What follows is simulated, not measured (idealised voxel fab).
The document below concerns the process module designated voxel self aligned vias.
This is section cut - it's 170 nm across, gridded in 5 nm square cells.
Cross-section layout: square cells on a grid; listed as bands, top to bottom; a band spans one or more cell rows. Top height, bottom height, nm. Materials left to right, width each, nm. Single material + "full width" = fills band edge to edge. "air" = empty. Heights are expressed relative to 0, this being the level below which the as-received wafer comprises one material exclusively. The lowest band is unbounded in the downward direction and is denoted as in "0 and below". Graded width ("30->40"): value in top row of band = first number; value in bottom row = second number; row-to-row change constant. "changes: none", as given for a step, is the statement that not any cell of the cross-section underwent a change during that step. The list in "Completely sealed voids" covers empty spaces of 8 cells or more that cannot reach the top through any open way, and it gives each as width x height at distance; the distance is from the left edge, and width, height and distance are in nm. Anything after a step's settings on that line? It's the simulator's own note about the step. "overlay nm" on a masked step: distance the mask lay right of its planned place, negative for left. What follows is a series of pairs. Each pair shows a cross-section before one process step and the cross-section after it, and the after view is drawn only down to the lowest band that changed. Beneath each pair is the step that lies between the two, with its settings. Pairs may come from different runs of this module on the same starting wafer, so a pair continues from the one above it only where its entry headed "Pre-step view" says so.

PRE-STEP VIEW
  0 and below = Si full width
  Completely sealed voids: none

POST-STEP SECTION VIEW
  15 down to 0 = SiO2 full width
  Everything under 0 stays put, no change at all.
  Completely sealed voids: none
Step applied between the pre-step and post-step cross-sections shown above: CONFORMAL_DEP | material SiO2 | thk nm 15

Pre-step view: equal to the after panel directly above.

POST-STEP SECTION VIEW
  20 down to 15 = SiCN full width
  Everything under 15 stays put, no change at all.
  Completely sealed voids: none
Step applied between the pre-step and post-step cross-sections shown above: CONFORMAL_DEP | material SiCN | thk nm 5

Pre-step view: equal to the after panel directly above.

POST-STEP SECTION VIEW
  50 down to 20 = lowk full width
  Everything under 20 stays put, no change at all.
  Completely sealed voids: none
Step applied between the pre-step and post-step cross-sections shown above: DIRECTIONAL_DEP | material lowk | thk nm 30

Pre-step view: equal to the after panel directly above.

POST-STEP SECTION VIEW
  50 down to 20 = lowk 50, air 20, lowk 30, air 20, lowk 50
  Everything under 20 stays put, no change at all.
  Completely sealed voids: none
Step applied between the pre-step and post-step cross-sections shown above: MASKED_ETCH | tone open | mask id LINES | width nm 20 | pitch nm 50 | etch materials lowk | depth nm 30 | overlay nm 0

Pre-step view: equal to the after panel directly above.

POST-STEP SECTION VIEW
  55 down to 50 = TiN 55, air 10, TiN 40, air 10, TiN 55
  50 down to 25 = lowk 50, TiN 5, air 10, TiN 5, lowk 30, TiN 5, air 10, TiN 5, lowk 50
  25 down to 20 = lowk 50, TiN 20, lowk 30, TiN 20, lowk 50
  Everything under 20 stays put, no change at all.
  Completely sealed voids: none
Step applied between the pre-step and post-step cross-sections shown above: CONFORMAL_DEP | material TiN | thk nm 5

Pre-step view: equal to the after panel directly above.

POST-STEP SECTION VIEW
  65 down to 55 = Ru full width
  55 down to 50 = TiN 55, Ru 10, TiN 40, Ru 10, TiN 55
  50 down to 25 = lowk 50, TiN 5, Ru 10, TiN 5, lowk 30, TiN 5, Ru 10, TiN 5, lowk 50
  Everything under 25 stays put, no change at all.
  Completely sealed voids: none
Step applied between the pre-step and post-step cross-sections shown above: FILL_DEP | material Ru | thk nm 10

Pre-step view: equal to the after panel directly above.

POST-STEP SECTION VIEW
  50 down to 25 = lowk 50, TiN 5, Ru 10, TiN 5, lowk 30, TiN 5, Ru 10, TiN 5, lowk 50
  Everything under 25 stays put, no change at all.
  Completely sealed voids: none
Step applied between the pre-step and post-step cross-sections shown above: CMP | height nm 50

Pre-step view: equal to the after panel directly above.

POST-STEP SECTION VIEW
  50 down to 45 = lowk 50, air 20, lowk 30, air 20, lowk 50
  Everything under 45 stays put, no change at all.
  Completely sealed voids: none
Step applied between the pre-step and post-step cross-sections shown above: SELECTIVE_ETCH | etch materials W Ru TiN | depth nm 5

Pre-step view: equal to the after panel directly above.

POST-STEP SECTION VIEW
  60 down to 50 = SiN full width
  50 down to 45 = lowk 50, SiN 20, lowk 30, SiN 20, lowk 50
  Everything under 45 stays put, no change at all.
  Completely sealed voids: none
Step applied between the pre-step and post-step cross-sections shown above: FILL_DEP | material SiN | thk nm 10

Pre-step view: equal to the after panel directly above.

POST-STEP SECTION VIEW
  50 down to 45 = lowk 50, SiN 20, lowk 30, SiN 20, lowk 50
  Everything under 45 stays put, no change at all.
  Completely sealed voids: none
Step applied between the pre-step and post-step cross-sections shown above: CMP | height nm 50

Pre-step view: equal to the after panel directly above.

POST-STEP SECTION VIEW
  65 down to 50 = lowk full width
  Everything under 50 stays put, no change at all.
  Completely sealed voids: none
Step applied between the pre-step and post-step cross-sections shown above: DIRECTIONAL_DEP | material lowk | thk nm 15

Pre-step view: equal to the after panel directly above.

POST-STEP SECTION VIEW
  65 down to 50 = lowk 45, air 30, lowk 20, air 30, lowk 45
  Everything under 50 stays put, no change at all.
  Completely sealed voids: none
Step applied between the pre-step and post-step cross-sections shown above: MASKED_ETCH | tone open | mask id VIAS | width nm 30 | pitch nm 50 | etch materials lowk | depth nm 15 | overlay nm 0

Pre-step view: equal to the after panel directly above.

POST-STEP SECTION VIEW
  65 down to 50 = lowk 45, air 30, lowk 20, air 30, lowk 45
  50 down to 45 = lowk 50, air 20, lowk 30, air 20, lowk 50
  Everything under 45 stays put, no change at all.
  Completely sealed voids: none
Step applied between the pre-step and post-step cross-sections shown above: MASKED_ETCH | tone open | mask id VIAS | width nm 30 | pitch nm 50 | etch materials SiN | depth nm 5 | overlay nm 0

Pre-step view: equal to the after panel directly above.

POST-STEP SECTION VIEW
  70 down to 65 = TiN 50, air 20, TiN 30, air 20, TiN 50
  65 down to 55 = lowk 45, TiN 5, air 20, TiN 5, lowk 20, TiN 5, air 20, TiN 5, lowk 45
  55 down to 50 = lowk 45, TiN 10, air 10, TiN 10, lowk 20, TiN 10, air 10, TiN 10, lowk 45
  50 down to 45 = lowk 50, TiN 20, lowk 30, TiN 20, lowk 50
  Everything under 45 stays put, no change at all.
  Completely sealed voids: none
Step applied between the pre-step and post-step cross-sections shown above: CONFORMAL_DEP | material TiN | thk nm 5

Pre-step view: equal to the after panel directly above.

POST-STEP SECTION VIEW
  75 down to 70 = Cu full width
  70 down to 65 = TiN 50, Cu 20, TiN 30, Cu 20, TiN 50
  65 down to 55 = lowk 45, TiN 5, Cu 20, TiN 5, lowk 20, TiN 5, Cu 20, TiN 5, lowk 45
  55 down to 50 = lowk 45, TiN 10, Cu 10, TiN 10, lowk 20, TiN 10, Cu 10, TiN 10, lowk 45
  Everything under 50 stays put, no change at all.
  Completely sealed voids: none
Step applied between the pre-step and post-step cross-sections shown above: FILL_DEP | material Cu | thk nm 5

Pre-step view: equal to the after panel directly above.

POST-STEP SECTION VIEW
  65 down to 55 = lowk 45, TiN 5, Cu 20, TiN 5, lowk 20, TiN 5, Cu 20, TiN 5, lowk 45
  Everything under 55 stays put, no change at all.
  Completely sealed voids: none
Step applied between the pre-step and post-step cross-sections shown above: CMP | height nm 65

Pre-step view: equal to the after panel directly above.

POST-STEP SECTION VIEW
  70 down to 65 = SiN full width
  Everything under 65 stays put, no change at all.
  Completely sealed voids: none
Step applied between the pre-step and post-step cross-sections shown above: CONFORMAL_DEP | material SiN | thk nm 5

PRE-STEP VIEW
  15 down to 0 = SiO2 full width
  0 and below = Si full width
  Completely sealed voids: none

POST-STEP SECTION VIEW
  45 down to 15 = lowk full width
  Everything under 15 stays put, no change at all.
  Completely sealed voids: none
Step applied between the pre-step and post-step cross-sections shown above: DIRECTIONAL_DEP | material lowk | thk nm 30

Pre-step view: equal to the after panel directly above.

POST-STEP SECTION VIEW
  45 down to 15 = lowk 50, air 20, lowk 30, air 20, lowk 50
  Everything under 15 stays put, no change at all.
  Completely sealed voids: none
Step applied between the pre-step and post-step cross-sections shown above: MASKED_ETCH | tone open | mask id LINES | width nm 20 | pitch nm 50 | etch materials lowk | depth nm 30 | overlay nm 0

Pre-step view: equal to the after panel directly above.

POST-STEP SECTION VIEW
  50 down to 45 = TiN 55, air 10, TiN 40, air 10, TiN 55
  45 down to 20 = lowk 50, TiN 5, air 10, TiN 5, lowk 30, TiN 5, air 10, TiN 5, lowk 50
  20 down to 15 = lowk 50, TiN 20, lowk 30, TiN 20, lowk 50
  Everything under 15 stays put, no change at all.
  Completely sealed voids: none
Step applied between the pre-step and post-step cross-sections shown above: CONFORMAL_DEP | material TiN | thk nm 5

Pre-step view: equal to the after panel directly above.

POST-STEP SECTION VIEW
  60 down to 50 = Ru full width
  50 down to 45 = TiN 55, Ru 10, TiN 40, Ru 10, TiN 55
  45 down to 20 = lowk 50, TiN 5, Ru 10, TiN 5, lowk 30, TiN 5, Ru 10, TiN 5, lowk 50
  Everything under 20 stays put, no change at all.
  Completely sealed voids: none
Step applied between the pre-step and post-step cross-sections shown above: FILL_DEP | material Ru | thk nm 10

Pre-step view: equal to the after panel directly above.

POST-STEP SECTION VIEW
  50 down to 45 = TiN 55, Ru 10, TiN 40, Ru 10, TiN 55
  Everything under 45 stays put, no change at all.
  Completely sealed voids: none
Step applied between the pre-step and post-step cross-sections shown above: CMP | height nm 50

Pre-step view: equal to the after panel directly above.

POST-STEP SECTION VIEW
  45 down to 20 = lowk 50, TiN 5, Ru 10, TiN 5, lowk 30, TiN 5, Ru 10, TiN 5, lowk 50
  Everything under 20 stays put, no change at all.
  Completely sealed voids: none
Step applied between the pre-step and post-step cross-sections shown above: SELECTIVE_ETCH | etch materials W Ru TiN | depth nm 5

Pre-step view: equal to the after panel directly above.

POST-STEP SECTION VIEW
  55 down to 45 = SiN full width
  Everything under 45 stays put, no change at all.
  Completely sealed voids: none
Step applied between the pre-step and post-step cross-sections shown above: FILL_DEP | material SiN | thk nm 10

Pre-step view: equal to the after panel directly above.

POST-STEP SECTION VIEW
  50 down to 45 = SiN full width
  Everything under 45 stays put, no change at all.
  Completely sealed voids: none
Step applied between the pre-step and post-step cross-sections shown above: CMP | height nm 50

Pre-step view: equal to the after panel directly above.

POST-STEP SECTION VIEW
  65 down to 50 = lowk full width
  Everything under 50 stays put, no change at all.
  Completely sealed voids: none
Step applied between the pre-step and post-step cross-sections shown above: DIRECTIONAL_DEP | material lowk | thk nm 15

Pre-step view: equal to the after panel directly above.

POST-STEP SECTION VIEW
  65 down to 50 = lowk 45, air 30, lowk 20, air 30, lowk 45
  Everything under 50 stays put, no change at all.
  Completely sealed voids: none
Step applied between the pre-step and post-step cross-sections shown above: MASKED_ETCH | tone open | mask id VIAS | width nm 30 | pitch nm 50 | etch materials lowk | depth nm 15 | overlay nm 0

Pre-step view: equal to the after panel directly above.

POST-STEP SECTION VIEW
  65 down to 50 = lowk 45, air 30, lowk 20, air 30, lowk 45
  50 down to 45 = SiN 45, air 30, SiN 20, air 30, SiN 45
  Everything under 45 stays put, no change at all.
  Completely sealed voids: none
Step applied between the pre-step and post-step cross-sections shown above: MASKED_ETCH | tone open | mask id VIAS | width nm 30 | pitch nm 50 | etch materials SiN | depth nm 5 | overlay nm 0

Pre-step view: equal to the after panel directly above.

POST-STEP SECTION VIEW
  70 down to 65 = TiN 50, air 20, TiN 30, air 20, TiN 50
  65 down to 50 = lowk 45, TiN 5, air 20, TiN 5, lowk 20, TiN 5, air 20, TiN 5, lowk 45
  50 down to 45 = SiN 45, TiN 30, SiN 20, TiN 30, SiN 45
  Everything under 45 stays put, no change at all.
  Completely sealed voids: none
Step applied between the pre-step and post-step cross-sections shown above: CONFORMAL_DEP | material TiN | thk nm 5

Pre-step view: equal to the after panel directly above.

POST-STEP SECTION VIEW
  75 down to 70 = Cu full width
  70 down to 65 = TiN 50, Cu 20, TiN 30, Cu 20, TiN 50
  65 down to 50 = lowk 45, TiN 5, Cu 20, TiN 5, lowk 20, TiN 5, Cu 20, TiN 5, lowk 45
  Everything under 50 stays put, no change at all.
  Completely sealed voids: none
Step applied between the pre-step and post-step cross-sections shown above: FILL_DEP | material Cu | thk nm 5

Pre-step view: equal to the after panel directly above.

POST-STEP SECTION VIEW
  65 down to 50 = lowk 45, TiN 5, Cu 20, TiN 5, lowk 20, TiN 5, Cu 20, TiN 5, lowk 45
  Everything under 50 stays put, no change at all.
  Completely sealed voids: none
Step applied between the pre-step and post-step cross-sections shown above: CMP | height nm 65

Pre-step view: equal to the after panel directly above.

POST-STEP SECTION VIEW
  70 down to 65 = SiN full width
  Everything under 65 stays put, no change at all.
  Completely sealed voids: none
Step applied between the pre-step and post-step cross-sections shown above: CONFORMAL_DEP | material SiN | thk nm 5

PRE-STEP VIEW
  15 down to 0 = SiO2 full width
  0 and below = Si full width
  Completely sealed voids: none

POST-STEP SECTION VIEW
  30 down to 0 = SiO2 full width
  Everything under 0 stays put, no change at all.
  Completely sealed voids: none
Step applied between the pre-step and post-step cross-sections shown above: CONFORMAL_DEP | material SiO2 | thk nm 15

Pre-step view: equal to the after panel directly above.

POST-STEP SECTION VIEW
  35 down to 30 = SiCN full width
  Everything under 30 stays put, no change at all.
  Completely sealed voids: none
Step applied between the pre-step and post-step cross-sections shown above: CONFORMAL_DEP | material SiCN | thk nm 5

Pre-step view: equal to the after panel directly above.

POST-STEP SECTION VIEW
  65 down to 35 = lowk full width
  Everything under 35 stays put, no change at all.
  Completely sealed voids: none
Step applied between the pre-step and post-step cross-sections shown above: DIRECTIONAL_DEP | material lowk | thk nm 30

Pre-step view: equal to the after panel directly above.

POST-STEP SECTION VIEW
  65 down to 35 = lowk 50, air 20, lowk 30, air 20, lowk 50
  Everything under 35 stays put, no change at all.
  Completely sealed voids: none
Step applied between the pre-step and post-step cross-sections shown above: MASKED_ETCH | tone open | mask id LINES | width nm 20 | pitch nm 50 | etch materials lowk | depth nm 30 | overlay nm 0

Pre-step view: equal to the after panel directly above.

POST-STEP SECTION VIEW
  70 down to 65 = TiN 55, air 10, TiN 40, air 10, TiN 55
  65 down to 40 = lowk 50, TiN 5, air 10, TiN 5, lowk 30, TiN 5, air 10, TiN 5, lowk 50
  40 down to 35 = lowk 50, TiN 20, lowk 30, TiN 20, lowk 50
  Everything under 35 stays put, no change at all.
  Completely sealed voids: none
Step applied between the pre-step and post-step cross-sections shown above: CONFORMAL_DEP | material TiN | thk nm 5

Pre-step view: equal to the after panel directly above.

POST-STEP SECTION VIEW
  80 down to 70 = Ru full width
  70 down to 65 = TiN 55, Ru 10, TiN 40, Ru 10, TiN 55
  65 down to 40 = lowk 50, TiN 5, Ru 10, TiN 5, lowk 30, TiN 5, Ru 10, TiN 5, lowk 50
  Everything under 40 stays put, no change at all.
  Completely sealed voids: none
Step applied between the pre-step and post-step cross-sections shown above: FILL_DEP | material Ru | thk nm 10

Pre-step view: equal to the after panel directly above.

POST-STEP SECTION VIEW
  50 down to 40 = lowk 50, TiN 5, Ru 10, TiN 5, lowk 30, TiN 5, Ru 10, TiN 5, lowk 50
  Everything under 40 stays put, no change at all.
  Completely sealed voids: none
Step applied between the pre-step and post-step cross-sections shown above: CMP | height nm 50

Pre-step view: equal to the after panel directly above.

POST-STEP SECTION VIEW
  50 down to 45 = lowk 50, air 20, lowk 30, air 20, lowk 50
  Everything under 45 stays put, no change at all.
  Completely sealed voids: none
Step applied between the pre-step and post-step cross-sections shown above: SELECTIVE_ETCH | etch materials W Ru TiN | depth nm 5

Pre-step view: equal to the after panel directly above.

POST-STEP SECTION VIEW
  60 down to 50 = SiN full width
  50 down to 45 = lowk 50, SiN 20, lowk 30, SiN 20, lowk 50
  Everything under 45 stays put, no change at all.
  Completely sealed voids: none
Step applied between the pre-step and post-step cross-sections shown above: FILL_DEP | material SiN | thk nm 10

Pre-step view: equal to the after panel directly above.

POST-STEP SECTION VIEW
  50 down to 45 = lowk 50, SiN 20, lowk 30, SiN 20, lowk 50
  Everything under 45 stays put, no change at all.
  Completely sealed voids: none
Step applied between the pre-step and post-step cross-sections shown above: CMP | height nm 50

Pre-step view: equal to the after panel directly above.

POST-STEP SECTION VIEW
  65 down to 50 = lowk full width
  Everything under 50 stays put, no change at all.
  Completely sealed voids: none
Step applied between the pre-step and post-step cross-sections shown above: DIRECTIONAL_DEP | material lowk | thk nm 15

Pre-step view: equal to the after panel directly above.

POST-STEP SECTION VIEW
  65 down to 50 = lowk 45, air 30, lowk 20, air 30, lowk 45
  Everything under 50 stays put, no change at all.
  Completely sealed voids: none
Step applied between the pre-step and post-step cross-sections shown above: MASKED_ETCH | tone open | mask id VIAS | width nm 30 | pitch nm 50 | etch materials lowk | depth nm 15 | overlay nm 0

Pre-step view: equal to the after panel directly above.

POST-STEP SECTION VIEW
  65 down to 50 = lowk 45, air 30, lowk 20, air 30, lowk 45
  50 down to 45 = lowk 50, air 20, lowk 30, air 20, lowk 50
  Everything under 45 stays put, no change at all.
  Completely sealed voids: none
Step applied between the pre-step and post-step cross-sections shown above: MASKED_ETCH | tone open | mask id VIAS | width nm 30 | pitch nm 50 | etch materials SiN | depth nm 5 | overlay nm 0

Pre-step view: equal to the after panel directly above.

POST-STEP SECTION VIEW
  70 down to 65 = TiN 50, air 20, TiN 30, air 20, TiN 50
  65 down to 55 = lowk 45, TiN 5, air 20, TiN 5, lowk 20, TiN 5, air 20, TiN 5, lowk 45
  55 down to 50 = lowk 45, TiN 10, air 10, TiN 10, lowk 20, TiN 10, air 10, TiN 10, lowk 45
  50 down to 45 = lowk 50, TiN 20, lowk 30, TiN 20, lowk 50
  Everything under 45 stays put, no change at all.
  Completely sealed voids: none
Step applied between the pre-step and post-step cross-sections shown above: CONFORMAL_DEP | material TiN | thk nm 5

Pre-step view: equal to the after panel directly above.

POST-STEP SECTION VIEW
  75 down to 70 = Cu full width
  70 down to 65 = TiN 50, Cu 20, TiN 30, Cu 20, TiN 50
  65 down to 55 = lowk 45, TiN 5, Cu 20, TiN 5, lowk 20, TiN 5, Cu 20, TiN 5, lowk 45
  55 down to 50 = lowk 45, TiN 10, Cu 10, TiN 10, lowk 20, TiN 10, Cu 10, TiN 10, lowk 45
  Everything under 50 stays put, no change at all.
  Completely sealed voids: none
Step applied between the pre-step and post-step cross-sections shown above: FILL_DEP | material Cu | thk nm 5

Pre-step view: equal to the after panel directly above.

POST-STEP SECTION VIEW
  65 down to 55 = lowk 45, TiN 5, Cu 20, TiN 5, lowk 20, TiN 5, Cu 20, TiN 5, lowk 45
  Everything under 55 stays put, no change at all.
  Completely sealed voids: none
Step applied between the pre-step and post-step cross-sections shown above: CMP | height nm 65

Pre-step view: equal to the after panel directly above.

POST-STEP SECTION VIEW
  70 down to 65 = SiN full width
  Everything under 65 stays put, no change at all.
  Completely sealed voids: none
Step applied between the pre-step and post-step cross-sections shown above: CONFORMAL_DEP | material SiN | thk nm 5

PRE-STEP VIEW
  0 and below = Si full width
  Completely sealed voids: none

POST-STEP SECTION VIEW
  5 down to 0 = SiCN full width
  Everything under 0 stays put, no change at all.
  Completely sealed voids: none
Step applied between the pre-step and post-step cross-sections shown above: CONFORMAL_DEP | material SiCN | thk nm 5

Pre-step view: equal to the after panel directly above.

POST-STEP SECTION VIEW
  20 down to 5 = SiO2 full width
  Everything under 5 stays put, no change at all.
  Completely sealed voids: none
Step applied between the pre-step and post-step cross-sections shown above: CONFORMAL_DEP | material SiO2 | thk nm 15

Pre-step view: equal to the after panel directly above.

POST-STEP SECTION VIEW
  50 down to 20 = lowk full width
  Everything under 20 stays put, no change at all.
  Completely sealed voids: none
Step applied between the pre-step and post-step cross-sections shown above: DIRECTIONAL_DEP | material lowk | thk nm 30

Pre-step view: equal to the after panel directly above.

POST-STEP SECTION VIEW
  50 down to 20 = lowk 50, air 20, lowk 30, air 20, lowk 50
  Everything under 20 stays put, no change at all.
  Completely sealed voids: none
Step applied between the pre-step and post-step cross-sections shown above: MASKED_ETCH | tone open | mask id LINES | width nm 20 | pitch nm 50 | etch materials lowk | depth nm 30 | overlay nm 0

Pre-step view: equal to the after panel directly above.

POST-STEP SECTION VIEW
  55 down to 50 = TiN 55, air 10, TiN 40, air 10, TiN 55
  50 down to 25 = lowk 50, TiN 5, air 10, TiN 5, lowk 30, TiN 5, air 10, TiN 5, lowk 50
  25 down to 20 = lowk 50, TiN 20, lowk 30, TiN 20, lowk 50
  Everything under 20 stays put, no change at all.
  Completely sealed voids: none
Step applied between the pre-step and post-step cross-sections shown above: CONFORMAL_DEP | material TiN | thk nm 5

Pre-step view: equal to the after panel directly above.

POST-STEP SECTION VIEW
  65 down to 55 = Ru full width
  55 down to 50 = TiN 55, Ru 10, TiN 40, Ru 10, TiN 55
  50 down to 25 = lowk 50, TiN 5, Ru 10, TiN 5, lowk 30, TiN 5, Ru 10, TiN 5, lowk 50
  Everything under 25 stays put, no change at all.
  Completely sealed voids: none
Step applied between the pre-step and post-step cross-sections shown above: FILL_DEP | material Ru | thk nm 10

Pre-step view: equal to the after panel directly above.

POST-STEP SECTION VIEW
  50 down to 25 = lowk 50, TiN 5, Ru 10, TiN 5, lowk 30, TiN 5, Ru 10, TiN 5, lowk 50
  Everything under 25 stays put, no change at all.
  Completely sealed voids: none
Step applied between the pre-step and post-step cross-sections shown above: CMP | height nm 50

Pre-step view: equal to the after panel directly above.

POST-STEP SECTION VIEW
  50 down to 45 = lowk 50, air 20, lowk 30, air 20, lowk 50
  Everything under 45 stays put, no change at all.
  Completely sealed voids: none
Step applied between the pre-step and post-step cross-sections shown above: SELECTIVE_ETCH | etch materials W Ru TiN | depth nm 5

Pre-step view: equal to the after panel directly above.

POST-STEP SECTION VIEW
  60 down to 50 = SiN full width
  50 down to 45 = lowk 50, SiN 20, lowk 30, SiN 20, lowk 50
  Everything under 45 stays put, no change at all.
  Completely sealed voids: none
Step applied between the pre-step and post-step cross-sections shown above: FILL_DEP | material SiN | thk nm 10

Pre-step view: equal to the after panel directly above.

POST-STEP SECTION VIEW
  50 down to 45 = lowk 50, SiN 20, lowk 30, SiN 20, lowk 50
  Everything under 45 stays put, no change at all.
  Completely sealed voids: none
Step applied between the pre-step and post-step cross-sections shown above: CMP | height nm 50

Pre-step view: equal to the after panel directly above.

POST-STEP SECTION VIEW
  65 down to 50 = lowk full width
  Everything under 50 stays put, no change at all.
  Completely sealed voids: none
Step applied between the pre-step and post-step cross-sections shown above: DIRECTIONAL_DEP | material lowk | thk nm 15

Pre-step view: equal to the after panel directly above.

POST-STEP SECTION VIEW
  65 down to 50 = lowk 45, air 30, lowk 20, air 30, lowk 45
  Everything under 50 stays put, no change at all.
  Completely sealed voids: none
Step applied between the pre-step and post-step cross-sections shown above: MASKED_ETCH | tone open | mask id VIAS | width nm 30 | pitch nm 50 | etch materials lowk | depth nm 15 | overlay nm 0

Pre-step view: equal to the after panel directly above.

POST-STEP SECTION VIEW
  65 down to 50 = lowk 45, air 30, lowk 20, air 30, lowk 45
  50 down to 45 = lowk 50, air 20, lowk 30, air 20, lowk 50
  Everything under 45 stays put, no change at all.
  Completely sealed voids: none
Step applied between the pre-step and post-step cross-sections shown above: MASKED_ETCH | tone open | mask id VIAS | width nm 30 | pitch nm 50 | etch materials SiN | depth nm 5 | overlay nm 0

Pre-step view: equal to the after panel directly above.

POST-STEP SECTION VIEW
  70 down to 65 = TiN 50, air 20, TiN 30, air 20, TiN 50
  65 down to 55 = lowk 45, TiN 5, air 20, TiN 5, lowk 20, TiN 5, air 20, TiN 5, lowk 45
  55 down to 50 = lowk 45, TiN 10, air 10, TiN 10, lowk 20, TiN 10, air 10, TiN 10, lowk 45
  50 down to 45 = lowk 50, TiN 20, lowk 30, TiN 20, lowk 50
  Everything under 45 stays put, no change at all.
  Completely sealed voids: none
Step applied between the pre-step and post-step cross-sections shown above: CONFORMAL_DEP | material TiN | thk nm 5

Pre-step view: equal to the after panel directly above.

POST-STEP SECTION VIEW
  75 down to 70 = Cu full width
  70 down to 65 = TiN 50, Cu 20, TiN 30, Cu 20, TiN 50
  65 down to 55 = lowk 45, TiN 5, Cu 20, TiN 5, lowk 20, TiN 5, Cu 20, TiN 5, lowk 45
  55 down to 50 = lowk 45, TiN 10, Cu 10, TiN 10, lowk 20, TiN 10, Cu 10, TiN 10, lowk 45
  Everything under 50 stays put, no change at all.
  Completely sealed voids: none
Step applied between the pre-step and post-step cross-sections shown above: FILL_DEP | material Cu | thk nm 5

Pre-step view: equal to the after panel directly above.

POST-STEP SECTION VIEW
  65 down to 55 = lowk 45, TiN 5, Cu 20, TiN 5, lowk 20, TiN 5, Cu 20, TiN 5, lowk 45
  Everything under 55 stays put, no change at all.
  Completely sealed voids: none
Step applied between the pre-step and post-step cross-sections shown above: CMP | height nm 65

Pre-step view: equal to the after panel directly above.

POST-STEP SECTION VIEW
  70 down to 65 = SiN full width
  Everything under 65 stays put, no change at all.
  Completely sealed voids: none
Step applied between the pre-step and post-step cross-sections shown above: CONFORMAL_DEP | material SiN | thk nm 5

PRE-STEP VIEW
  65 down to 55 = lowk 45, TiN 5, Cu 20, TiN 5, lowk 20, TiN 5, Cu 20, TiN 5, lowk 45
  55 down to 50 = lowk 45, TiN 10, Cu 10, TiN 10, lowk 20, TiN 10, Cu 10, TiN 10, lowk 45
  50 down to 45 = lowk 50, TiN 20, lowk 30, TiN 20, lowk 50
  45 down to 25 = lowk 50, TiN 5, Ru 10, TiN 5, lowk 30, TiN 5, Ru 10, TiN 5, lowk 50
  25 down to 20 = lowk 50, TiN 20, lowk 30, TiN 20, lowk 50
  20 down to 15 = SiCN full width
  15 down to 0 = SiO2 full width
  0 and below = Si full width
  Completely sealed voids: none

POST-STEP SECTION VIEW
  80 down to 65 = SiN full width
  Everything under 65 stays put, no change at all.
  Completely sealed voids: none
Step applied between the pre-step and post-step cross-sections shown above: CONFORMAL_DEP | material SiN | thk nm 15

PRE-STEP VIEW
  65 down to 50 = lowk full width
  50 down to 45 = lowk 50, SiN 20, lowk 30, SiN 20, lowk 50
  45 down to 25 = lowk 50, TiN 5, Ru 10, TiN 5, lowk 30, TiN 5, Ru 10, TiN 5, lowk 50
  25 down to 20 = lowk 50, TiN 20, lowk 30, TiN 20, lowk 50
  20 down to 15 = SiCN full width
  15 down to 0 = SiO2 full width
  0 and below = Si full width
  Completely sealed voids: none

POST-STEP SECTION VIEW
  65 down to 50 = lowk 45, air 35, lowk 15, air 35, lowk 40
  Everything under 50 stays put, no change at all.
  Completely sealed voids: none
Step applied between the pre-step and post-step cross-sections shown above: MASKED_ETCH | tone open | mask id VIAS | width nm 35 | pitch nm 50 | etch materials lowk | depth nm 15 | overlay nm 0

Pre-step view: equal to the after panel directly above.

POST-STEP SECTION VIEW
  65 down to 50 = lowk 45, air 35, lowk 15, air 35, lowk 40
  50 down to 45 = lowk 50, air 20, lowk 30, air 20, lowk 50
  Everything under 45 stays put, no change at all.
  Completely sealed voids: none
Step applied between the pre-step and post-step cross-sections shown above: MASKED_ETCH | tone open | mask id VIAS | width nm 30 | pitch nm 50 | etch materials SiN | depth nm 5 | overlay nm 0

Pre-step view: equal to the after panel directly above.

POST-STEP SECTION VIEW
  70 down to 65 = TiN 50, air 25, TiN 25, air 25, TiN 45
  65 down to 55 = lowk 45, TiN 5, air 25, TiN 5, lowk 15, TiN 5, air 25, TiN 5, lowk 40
  55 down to 50 = lowk 45, TiN 10, air 10, TiN 15, lowk 15, TiN 10, air 10, TiN 15, lowk 40
  50 down to 45 = lowk 50, TiN 20, lowk 30, TiN 20, lowk 50
  Everything under 45 stays put, no change at all.
  Completely sealed voids: none
Step applied between the pre-step and post-step cross-sections shown above: CONFORMAL_DEP | material TiN | thk nm 5

Pre-step view: equal to the after panel directly above.

POST-STEP SECTION VIEW
  75 down to 70 = Cu full width
  70 down to 65 = TiN 50, Cu 25, TiN 25, Cu 25, TiN 45
  65 down to 55 = lowk 45, TiN 5, Cu 25, TiN 5, lowk 15, TiN 5, Cu 25, TiN 5, lowk 40
  55 down to 50 = lowk 45, TiN 10, Cu 10, TiN 15, lowk 15, TiN 10, Cu 10, TiN 15, lowk 40
  Everything under 50 stays put, no change at all.
  Completely sealed voids: none
Step applied between the pre-step and post-step cross-sections shown above: FILL_DEP | material Cu | thk nm 5

Pre-step view: equal to the after panel directly above.

POST-STEP SECTION VIEW
  65 down to 55 = lowk 45, TiN 5, Cu 25, TiN 5, lowk 15, TiN 5, Cu 25, TiN 5, lowk 40
  Everything under 55 stays put, no change at all.
  Completely sealed voids: none
Step applied between the pre-step and post-step cross-sections shown above: CMP | height nm 65

Pre-step view: equal to the after panel directly above.

POST-STEP SECTION VIEW
  70 down to 65 = SiN full width
  Everything under 65 stays put, no change at all.
  Completely sealed voids: none
Step applied between the pre-step and post-step cross-sections shown above: CONFORMAL_DEP | material SiN | thk nm 5

PRE-STEP VIEW
  65 down to 50 = lowk 45, air 30, lowk 20, air 30, lowk 45
  50 down to 45 = lowk 50, SiN 20, lowk 30, SiN 20, lowk 50
  45 down to 25 = lowk 50, TiN 5, Ru 10, TiN 5, lowk 30, TiN 5, Ru 10, TiN 5, lowk 50
  25 down to 20 = lowk 50, TiN 20, lowk 30, TiN 20, lowk 50
  20 down to 15 = SiCN full width
  15 down to 0 = SiO2 full width
  0 and below = Si full width
  Completely sealed voids: none

POST-STEP SECTION VIEW
  65 down to 50 = lowk 45, air 30, lowk 20, air 30, lowk 45
  50 down to 45 = lowk 50, air 15, SiN 5, lowk 30, air 15, SiN 5, lowk 50
  Everything under 45 stays put, no change at all.
  Completely sealed voids: none
Step applied between the pre-step and post-step cross-sections shown above: MASKED_ETCH | tone open | mask id VIAS | width nm 30 | pitch nm 50 | etch materials SiN | depth nm 5 | overlay nm -10

Pre-step view: equal to the after panel directly above.

POST-STEP SECTION VIEW
  70 down to 65 = TiN 50, air 20, TiN 30, air 20, TiN 50
  65 down to 55 = lowk 45, TiN 5, air 20, TiN 5, lowk 20, TiN 5, air 20, TiN 5, lowk 45
  55 down to 50 = lowk 45, TiN 10, air 5, TiN 15, lowk 20, TiN 10, air 5, TiN 15, lowk 45
  50 down to 45 = lowk 50, TiN 15, SiN 5, lowk 30, TiN 15, SiN 5, lowk 50
  Everything under 45 stays put, no change at all.
  Completely sealed voids: none
Step applied between the pre-step and post-step cross-sections shown above: CONFORMAL_DEP | material TiN | thk nm 5
